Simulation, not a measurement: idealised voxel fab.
Process module, titled voxel wiring stack
The cross-section on display is named cut; it measures 150 nm wide, and its cells are 5 nm squares.
If you're reading a cross-section in this doc, picture square cells in a grid; it comes to you as bands, top ones listed first down to the bottom, and a band can be one or more rows of cells. Quick guide to a band line: top height, bottom height (nm) up front; then every material left to right with its width in nm. Only one material and it's marked "everywhere"? Then it fills the band edge to edge. And "blank" just means empty space. Heads up on the height convention: 0 is the point under which the incoming wafer is all one material, and the lowest band has no bottom, it just keeps going down, like "0 -> down". The notation "30 to 40" denotes a width that varies across the rows of cells in the band, beginning at the first number in the top row, finishing at the second number in the bottom row, and changing by an identical amount from each row to the next. "remained unchanged" after a step means that no cell of the cross-section changed. Voids not open to the top, 8 cells minimum: see "Closed empty spaces". Written width x height at distance; distance is from the left edge; nm. Note: text after step settings on the step line = simulator remark on that step. When a step includes a mask, the "overlay nm" setting on its line states how far to the right of its planned place that mask lay, and negative values state how far to the left.

-- The planned process steps are enumerated hereunder
- 1: RECEIVE | material Si
- 2: CONFORMAL_DEP | material SiO2 | thk nm 10
- 3: DIRECTIONAL_DEP | material TiN | thk nm 5
- 4: DIRECTIONAL_DEP | material W | thk nm 20
- 5: MASKED_ETCH | tone cover | mask id METAL_1 | width nm 20 | pitch nm 35 | etch materials W | depth nm 20 | overlay nm 0
- 6: MASKED_ETCH | tone cover | mask id METAL_1 | width nm 20 | pitch nm 35 | etch materials TiN | depth nm 5 | overlay nm 0
- 7: FILL_DEP | material lowk | thk nm 10
- 8: CMP | height nm 35
- 9: CONFORMAL_DEP | material SiCN | thk nm 5
- 10: DIRECTIONAL_DEP | material SiO2 | thk nm 20
- 11: MASKED_ETCH | tone open | mask id PLUG_1 | width nm 15 | etch materials SiO2 | depth nm 20 | overlay nm 0
- 12: MASKED_ETCH | tone open | mask id PLUG_1 | width nm 15 | etch materials SiCN | depth nm 5 | overlay nm 0
- 13: CONFORMAL_DEP | material TiN | thk nm 5
- 14: FILL_DEP | material Ru | thk nm 5
- 15: CMP | height nm 60
- 16: CONFORMAL_DEP | material SiCN | thk nm 5
- 17: DIRECTIONAL_DEP | material lowk | thk nm 25
- 18: DIRECTIONAL_DEP | material aC | thk nm 10
- 19: PATTERN | tone open | mask id METAL_2 | material resist | width nm 20 | pitch nm 35 | thk nm 25 | overlay nm 0
- 20: DIRECTIONAL_ETCH | etch materials aC | depth nm 10
- 21: STRIP | etch materials resist
- 22: DIRECTIONAL_ETCH | etch materials lowk | depth nm 25
- 23: DIRECTIONAL_ETCH | etch materials SiCN | depth nm 5
- 24: STRIP | etch materials aC
- 25: CONFORMAL_DEP | material TiN | thk nm 5
- 26: FILL_DEP | material Ru | thk nm 5
- 27: CMP | height nm 90
- 28: EPI | material Ru | thk nm 5
- 29: FILL_DEP | material SiCN | thk nm 5

-- First wafer out of two, processed as planned

-- Cross-section of the wafer at receipt, which is the condition after step 1
* 0 -> down: Si everywhere
* Closed empty spaces: none

-- after step 2
* 10 -> 0: SiO2 everywhere
* Lower than 0, everything is as it was.

-- after step 3
* 15 -> 10: TiN everywhere
* Lower than 10, everything is as it was.

-- after step 4
* 35 -> 15: W everywhere
* Lower than 15, everything is as it was.

-- after step 5
* 35 -> 15: blank=45 | W=20 | blank=15 | W=20 | blank=50
* Lower than 15, everything is as it was.

-- after step 6
* 35 -> 15: blank=45 | W=20 | blank=15 | W=20 | blank=50
* 15 -> 10: blank=45 | TiN=20 | blank=15 | TiN=20 | blank=50
* Lower than 10, everything is as it was.

-- after step 7
* 45 -> 35: lowk everywhere
* 35 -> 15: lowk=45 | W=20 | lowk=15 | W=20 | lowk=50
* 15 -> 10: lowk=45 | TiN=20 | lowk=15 | TiN=20 | lowk=50
* Lower than 10, everything is as it was.

-- after step 8
* 35 -> 15: lowk=45 | W=20 | lowk=15 | W=20 | lowk=50
* Lower than 15, everything is as it was.

-- after step 9
* 40 -> 35: SiCN everywhere
* Lower than 35, everything is as it was.

-- after step 10
* 60 -> 40: SiO2 everywhere
* Lower than 40, everything is as it was.

-- after step 11
* 60 -> 40: SiO2=45 | blank=15 | SiO2=90
* Lower than 40, everything is as it was.

-- after step 12
* 60 -> 40: SiO2=45 | blank=15 | SiO2=90
* 40 -> 35: SiCN=45 | blank=15 | SiCN=90
* Lower than 35, everything is as it was.

-- after step 13
* 65 -> 60: TiN=50 | blank=5 | TiN=95
* 60 -> 40: SiO2=45 | TiN=5 | blank=5 | TiN=5 | SiO2=90
* 40 -> 35: SiCN=45 | TiN=15 | SiCN=90
* Lower than 35, everything is as it was.

-- after step 14
* 70 -> 65: Ru everywhere
* 65 -> 60: TiN=50 | Ru=5 | TiN=95
* 60 -> 40: SiO2=45 | TiN=5 | Ru=5 | TiN=5 | SiO2=90
* Lower than 40, everything is as it was.

-- after step 15
* 60 -> 40: SiO2=45 | TiN=5 | Ru=5 | TiN=5 | SiO2=90
* Lower than 40, everything is as it was.

-- after step 16
* 65 -> 60: SiCN everywhere
* Lower than 60, everything is as it was.

-- after step 17
* 90 -> 65: lowk everywhere
* Lower than 65, everything is as it was.

-- after step 18
* 100 -> 90: aC everywhere
* Lower than 90, everything is as it was.

-- after step 19
* 125 -> 100: resist=45 | blank=20 | resist=15 | blank=20 | resist=50
* Lower than 100, everything is as it was.

-- after step 20
* 115 -> 100: resist=45 | blank=20 | resist=15 | blank=20 | resist=50
* 100 -> 90: aC=45 | blank=20 | aC=15 | blank=20 | aC=50
* Lower than 90, everything is as it was.

-- after step 21
* 100 -> 90: aC=45 | blank=20 | aC=15 | blank=20 | aC=50
* Lower than 90, everything is as it was.

-- after step 22
* 100 -> 90: aC=45 | blank=20 | aC=15 | blank=20 | aC=50
* 90 -> 65: lowk=45 | blank=20 | lowk=15 | blank=20 | lowk=50
* Lower than 65, everything is as it was.

-- after step 23
* 100 -> 90: aC=45 | blank=20 | aC=15 | blank=20 | aC=50
* 90 -> 65: lowk=45 | blank=20 | lowk=15 | blank=20 | lowk=50
* 65 -> 60: SiCN=45 | blank=20 | SiCN=15 | blank=20 | SiCN=50
* Lower than 60, everything is as it was.

-- after step 24
* 90 -> 65: lowk=45 | blank=20 | lowk=15 | blank=20 | lowk=50
* Lower than 65, everything is as it was.

-- after step 25
* 95 -> 90: TiN=50 | blank=10 | TiN=25 | blank=10 | TiN=55
* 90 -> 65: lowk=45 | TiN=5 | blank=10 | TiN=5 | lowk=15 | TiN=5 | blank=10 | TiN=5 | lowk=50
* 65 -> 60: SiCN=45 | TiN=20 | SiCN=15 | TiN=20 | SiCN=50
* Lower than 60, everything is as it was.

-- after step 26
* 100 -> 95: Ru everywhere
* 95 -> 90: TiN=50 | Ru=10 | TiN=25 | Ru=10 | TiN=55
* 90 -> 65: lowk=45 | TiN=5 | Ru=10 | TiN=5 | lowk=15 | TiN=5 | Ru=10 | TiN=5 | lowk=50
* Lower than 65, everything is as it was.

-- after step 27
* 90 -> 65: lowk=45 | TiN=5 | Ru=10 | TiN=5 | lowk=15 | TiN=5 | Ru=10 | TiN=5 | lowk=50
* Lower than 65, everything is as it was.

-- after step 28
* 95 -> 90: blank=40 | Ru=30 | blank=5 | Ru=30 | blank=45
* Lower than 90, everything is as it was.

-- after step 29
* 100 -> 95: SiCN everywhere
* 95 -> 90: SiCN=40 | Ru=30 | SiCN=5 | Ru=30 | SiCN=45
* Lower than 90, everything is as it was.

-- The second wafer: identical to the first at the outset and in its planned sequence, differing only in that one mistake was made during processing; up to and including step 16, its path is the first wafer's path

-- Second wafer: cross-section at the scheduled end of step 17
* 85 -> 65: lowk everywhere
* Lower than 65, everything is as it was.

-- Second wafer: cross-section at the scheduled end of step 18
* 95 -> 85: aC everywhere
* Lower than 85, everything is as it was.

-- Second wafer: cross-section at the scheduled end of step 19
* 120 -> 95: resist=45 | blank=20 | resist=15 | blank=20 | resist=50
* Lower than 95, everything is as it was.

-- Second wafer: cross-section at the scheduled end of step 20
* 110 -> 95: resist=45 | blank=20 | resist=15 | blank=20 | resist=50
* 95 -> 85: aC=45 | blank=20 | aC=15 | blank=20 | aC=50
* Lower than 85, everything is as it was.

-- Second wafer: cross-section at the scheduled end of step 21
* 95 -> 85: aC=45 | blank=20 | aC=15 | blank=20 | aC=50
* Lower than 85, everything is as it was.

-- Second wafer: cross-section at the scheduled end of step 22
* 95 -> 85: aC=45 | blank=20 | aC=15 | blank=20 | aC=50
* 85 -> 65: lowk=45 | blank=20 | lowk=15 | blank=20 | lowk=50
* Lower than 65, everything is as it was.

-- Second wafer: cross-section at the scheduled end of step 23
* 95 -> 85: aC=45 | blank=20 | aC=15 | blank=20 | aC=50
* 85 -> 65: lowk=45 | blank=20 | lowk=15 | blank=20 | lowk=50
* 65 -> 60: SiCN=45 | blank=20 | SiCN=15 | blank=20 | SiCN=50
* Lower than 60, everything is as it was.

-- Second wafer: cross-section at the scheduled end of step 24
* 85 -> 65: lowk=45 | blank=20 | lowk=15 | blank=20 | lowk=50
* Lower than 65, everything is as it was.

-- Second wafer: cross-section at the scheduled end of step 25
* 90 -> 85: TiN=50 | blank=10 | TiN=25 | blank=10 | TiN=55
* 85 -> 65: lowk=45 | TiN=5 | blank=10 | TiN=5 | lowk=15 | TiN=5 | blank=10 | TiN=5 | lowk=50
* 65 -> 60: SiCN=45 | TiN=20 | SiCN=15 | TiN=20 | SiCN=50
* Lower than 60, everything is as it was.

-- Second wafer: cross-section at the scheduled end of step 26
* 95 -> 90: Ru everywhere
* 90 -> 85: TiN=50 | Ru=10 | TiN=25 | Ru=10 | TiN=55
* 85 -> 65: lowk=45 | TiN=5 | Ru=10 | TiN=5 | lowk=15 | TiN=5 | Ru=10 | TiN=5 | lowk=50
* Lower than 65, everything is as it was.

-- Second wafer: cross-section at the scheduled end of step 27
* 90 -> 85: TiN=50 | Ru=10 | TiN=25 | Ru=10 | TiN=55
* Lower than 85, everything is as it was.

-- Second wafer: cross-section at the scheduled end of step 28
* 95 -> 90: Ru everywhere
* Lower than 90, everything is as it was.

-- Second wafer: cross-section at the scheduled end of step 29
* 100 -> 95: SiCN everywhere
* Lower than 95, everything is as it was.
Error vs. plan: step 17 off recipe, ran as DIRECTIONAL_DEP | material lowk | thk nm 20
FYI, end of process, the second wafer has more or fewer cells of some materials than the first: +18 Ru | -18 SiCN | +22 TiN | -22 lowk
